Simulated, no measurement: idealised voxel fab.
Herein follows the process module entitled voxel double patterning.
Each square cell in cross-section cut measures 5 nm, and the section as a whole is 240 nm wide.
A cross-section is a grid of square cells, given in bands from the top down. A band is one or more rows of cells.
Read a band's entry like this: the first values are the height of its top and the height of its bottom in nm, and what follows is the sequence of materials from left to right, each with its width in nm. Note that "air" is empty space, and that a single material marked "everywhere" reaches across the band from edge to edge.
It should be noted that heights are counted from 0, beneath which the wafer as supplied is of one material throughout, and that the lowest band possesses no lower boundary but continues downward, as written in "0 and below".
Think of "30..40" as a width that walks from the first number to the second as you go down the band, top row to bottom row, taking equal-sized steps from row to row.
Given "nothing changed" for a step, no cell of the cross-section differs between before and after that step.
Listed in "Enclosed voids": every empty space of 8 or more cells without an open way to the top. Form: width x height at distance, the distance being from the left edge, all in nm.
Whatever follows a step's settings on its line is a remark the simulator itself makes about that step.
Steps that use a mask can have "overlay nm" on their line. It says how far the mask sat to the right of where it was meant to be. Negative means to the left.
Steps in the process plan:
1 RECEIVE, material Si
2 CONFORMAL_DEP, material SiN, thk nm 5
3 DIRECTIONAL_DEP, material SiO2, thk nm 10
4 DIRECTIONAL_DEP, material SiCN, thk nm 10
5 PATTERN, tone open, mask id FIRST, material resist, width nm 15, pitch nm 50, thk nm 15, overlay nm 0
6 DIRECTIONAL_ETCH, etch materials SiCN, depth nm 10
7 STRIP, etch materials resist
8 MASKED_ETCH, tone open, mask id SECOND, width nm 15, pitch nm 50, etch materials SiCN, depth nm 10, overlay nm 0
9 DIRECTIONAL_ETCH, etch materials SiO2, depth nm 10
10 STRIP, etch materials SiCN
First wafer out of two, processed as planned:
So this is the incoming wafer in cross-section - it's already been through step 1:
- 0 and below: Si everywhere
- Enclosed voids: none
State of the wafer after step 2, shown in cross-section:
- 5 down to 0: SiN everywhere
- Below 0 it's all the same as before, nothing changed down there.
State of the wafer after step 3, shown in cross-section:
- 15 down to 5: SiO2 everywhere
- Below 5 it's all the same as before, nothing changed down there.
State of the wafer after step 4, shown in cross-section:
- 25 down to 15: SiCN everywhere
- Below 15 it's all the same as before, nothing changed down there.
State of the wafer after step 5, shown in cross-section:
- 40 down to 25: resist 60 | air 15 | resist 35 | air 15 | resist 35 | air 15 | resist 65
- Below 25 it's all the same as before, nothing changed down there.
State of the wafer after step 6, shown in cross-section:
- 40 down to 25: resist 60 | air 15 | resist 35 | air 15 | resist 35 | air 15 | resist 65
- 25 down to 15: SiCN 60 | air 15 | SiCN 35 | air 15 | SiCN 35 | air 15 | SiCN 65
- Below 15 it's all the same as before, nothing changed down there.
State of the wafer after step 7, shown in cross-section:
- 25 down to 15: SiCN 60 | air 15 | SiCN 35 | air 15 | SiCN 35 | air 15 | SiCN 65
- Below 15 it's all the same as before, nothing changed down there.
State of the wafer after step 8, shown in cross-section:
- 25 down to 15: SiCN 60 | air 15 | SiCN 10 | air 15 | SiCN 10 | air 15 | SiCN 10 | air 15 | SiCN 10 | air 15 | SiCN 65
- Below 15 it's all the same as before, nothing changed down there.
State of the wafer after step 9, shown in cross-section:
- 25 down to 15: SiCN 60 | air 15 | SiCN 10 | air 15 | SiCN 10 | air 15 | SiCN 10 | air 15 | SiCN 10 | air 15 | SiCN 65
- 15 down to 5: SiO2 60 | air 15 | SiO2 10 | air 15 | SiO2 10 | air 15 | SiO2 10 | air 15 | SiO2 10 | air 15 | SiO2 65
- Below 5 it's all the same as before, nothing changed down there.
State of the wafer after step 10, shown in cross-section:
- 15 down to 5: SiO2 60 | air 15 | SiO2 10 | air 15 | SiO2 10 | air 15 | SiO2 10 | air 15 | SiO2 10 | air 15 | SiO2 65
- Below 5 it's all the same as before, nothing changed down there.
The second wafer: identical to the first at the outset and in its planned sequence, differing only in that one mistake was made during processing; up to and including step 7, its path is the first wafer's path:
Cross-section of the second wafer corresponding to the planned conclusion of step 8:
- 25 down to 15: SiCN 60 | air 15 | SiCN 10 | air 20 | SiCN 5 | air 15 | SiCN 10 | air 20 | SiCN 5 | air 15 | SiCN 65
- Below 15 it's all the same as before, nothing changed down there.
Cross-section of the second wafer corresponding to the planned conclusion of step 9:
- 25 down to 15: SiCN 60 | air 15 | SiCN 10 | air 20 | SiCN 5 | air 15 | SiCN 10 | air 20 | SiCN 5 | air 15 | SiCN 65
- 15 down to 5: SiO2 60 | air 15 | SiO2 10 | air 20 | SiO2 5 | air 15 | SiO2 10 | air 20 | SiO2 5 | air 15 | SiO2 65
- Below 5 it's all the same as before, nothing changed down there.
Cross-section of the second wafer corresponding to the planned conclusion of step 10:
- 15 down to 5: SiO2 60 | air 15 | SiO2 10 | air 20 | SiO2 5 | air 15 | SiO2 10 | air 20 | SiO2 5 | air 15 | SiO2 65
- Below 5 it's all the same as before, nothing changed down there.
What was the processing mistake? step 8 did not happen as planned, as run it was MASKED_ETCH, tone open, mask id SECOND, width nm 20, pitch nm 50, etch materials SiCN, depth nm 10, overlay nm 0
The closing comparison, in cells, has the second wafer with more or fewer of some materials than the first: SiO2 -4
